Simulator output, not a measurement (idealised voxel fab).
process module | voxel gate over fins
cross-section cut | 185 nm wide | cells 5 nm
A cross-section is a grid of square cells, given in bands from the top down. A band is one or more rows of cells.
Each band's line starts with the height of the band's top and of its bottom, in nm. Then come its materials from left to right, each with its width in nm. One material with "throughout" fills the band from edge to edge. "air" is empty space.
Height 0 is the level under which the wafer as received is all one material. The lowest band goes on downwards, as in "0 down".
A width such as "30 to 40" changes by the same amount from each row of cells to the next, from the band's top row to its bottom row.
"no change" after a step means that no cell of the cross-section changed.
closed voids: empty space of 8 cells or more with no open way to the top, each as width x height at its distance from the left edge, in nm
after a step's settings: what the simulator itself notes on the step
overlay nm, on a step with a mask: how far to the right of its planned place the mask lay; to the left if negative
plan
1 op RECEIVE | material Si
2 op CONFORMAL_DEP | material SiN | thk nm 10
3 op PATTERN | tone cover | mask id FINS | material resist | width nm 15 | pitch nm 45 | thk nm 15 | overlay nm 0
4 op DIRECTIONAL_ETCH | etch materials SiN | depth nm 10
5 op DIRECTIONAL_ETCH | etch materials Si | depth nm 35
6 op STRIP | etch materials resist
7 op OXIDIZE | depth nm 5
8 op FILL_DEP | material SiO2 | thk nm 5
9 op CMP | height nm 10
10 op SELECTIVE_ETCH | etch materials SiO2 | depth nm 25
11 op STRIP | etch materials SiN
12 op CONFORMAL_DEP | material HfO2 | thk nm 5
13 op CONFORMAL_DEP | material TiN | thk nm 5
14 op FILL_DEP | material W | thk nm 10
15 op CMP | height nm 15
16 op CONFORMAL_DEP | material SiCN | thk nm 5
first wafer, as planned
as received, after step 1
  0 down: Si throughout
  closed voids: none
after step 2
  10 to 0: SiN throughout
  below 0: unchanged
after step 3
  25 to 10: air 60 | resist 15 | air 30 | resist 15 | air 65
  below 10: unchanged
after step 4
  25 to 10: air 60 | resist 15 | air 30 | resist 15 | air 65
  10 to 0: air 60 | SiN 15 | air 30 | SiN 15 | air 65
  below 0: unchanged
after step 5
  25 to 10: air 60 | resist 15 | air 30 | resist 15 | air 65
  10 to 0: air 60 | SiN 15 | air 30 | SiN 15 | air 65
  0 to -35: air 60 | Si 15 | air 30 | Si 15 | air 65
  below -35: unchanged
after step 6
  10 to 0: air 60 | SiN 15 | air 30 | SiN 15 | air 65
  below 0: unchanged
after step 7
  10 to 0: air 60 | SiN 15 | air 30 | SiN 15 | air 65
  0 to -35: air 60 | SiO2 5 | Si 5 | SiO2 5 | air 30 | SiO2 5 | Si 5 | SiO2 5 | air 65
  -35 to -40: SiO2 65 | Si 5 | SiO2 40 | Si 5 | SiO2 70
  below -40: unchanged
after step 8
  15 to 10: SiO2 throughout
  10 to 0: SiO2 60 | SiN 15 | SiO2 30 | SiN 15 | SiO2 65
  0 to -40: SiO2 65 | Si 5 | SiO2 40 | Si 5 | SiO2 70
  below -40: unchanged
after step 9
  10 to 0: SiO2 60 | SiN 15 | SiO2 30 | SiN 15 | SiO2 65
  below 0: unchanged
after step 10
  10 to 0: air 60 | SiN 15 | air 30 | SiN 15 | air 65
  0 to -15: air 65 | Si 5 | air 40 | Si 5 | air 70
  below -15: unchanged
after step 11
  0 to -15: air 65 | Si 5 | air 40 | Si 5 | air 70
  below -15: unchanged
after step 12
  5 to 0: air 60 | HfO2 15 | air 30 | HfO2 15 | air 65
  0 to -10: air 60 | HfO2 5 | Si 5 | HfO2 5 | air 30 | HfO2 5 | Si 5 | HfO2 5 | air 65
  -10 to -15: HfO2 65 | Si 5 | HfO2 40 | Si 5 | HfO2 70
  below -15: unchanged
after step 13
  10 to 5: air 55 | TiN 25 | air 20 | TiN 25 | air 60
  5 to 0: air 55 | TiN 5 | HfO2 15 | TiN 5 | air 20 | TiN 5 | HfO2 15 | TiN 5 | air 60
  0 to -5: air 55 | TiN 5 | HfO2 5 | Si 5 | HfO2 5 | TiN 5 | air 20 | TiN 5 | HfO2 5 | Si 5 | HfO2 5 | TiN 5 | air 60
  -5 to -10: TiN 60 | HfO2 5 | Si 5 | HfO2 5 | TiN 30 | HfO2 5 | Si 5 | HfO2 5 | TiN 65
  below -10: unchanged
after step 14
  20 to 10: W throughout
  10 to 5: W 55 | TiN 25 | W 20 | TiN 25 | W 60
  5 to 0: W 55 | TiN 5 | HfO2 15 | TiN 5 | W 20 | TiN 5 | HfO2 15 | TiN 5 | W 60
  0 to -5: W 55 | TiN 5 | HfO2 5 | Si 5 | HfO2 5 | TiN 5 | W 20 | TiN 5 | HfO2 5 | Si 5 | HfO2 5 | TiN 5 | W 60
  below -5: unchanged
after step 15
  15 to 10: W throughout
  below 10: unchanged
after step 16
  20 to 15: SiCN throughout
  below 15: unchanged
second wafer: like start, like plan, one mistake. Through step 11 it matches the first wafer
when step 12 should have ended: no change
when step 13 should have ended
  5 to 0: air 60 | TiN 15 | air 30 | TiN 15 | air 65
  0 to -10: air 60 | TiN 5 | Si 5 | TiN 5 | air 30 | TiN 5 | Si 5 | TiN 5 | air 65
  -10 to -15: TiN 65 | Si 5 | TiN 40 | Si 5 | TiN 70
  below -15: unchanged
when step 14 should have ended
  15 to 5: W throughout
  5 to 0: W 60 | TiN 15 | W 30 | TiN 15 | W 65
  0 to -10: W 60 | TiN 5 | Si 5 | TiN 5 | W 30 | TiN 5 | Si 5 | TiN 5 | W 65
  below -10: unchanged
when step 15 should have ended: no change
when step 16 should have ended
  20 to 15: SiCN throughout
  below 15: unchanged
what went wrong: step 12 was left out
at the end the second wafer has, in cells: 49 fewer of HfO2 | 49 more of W
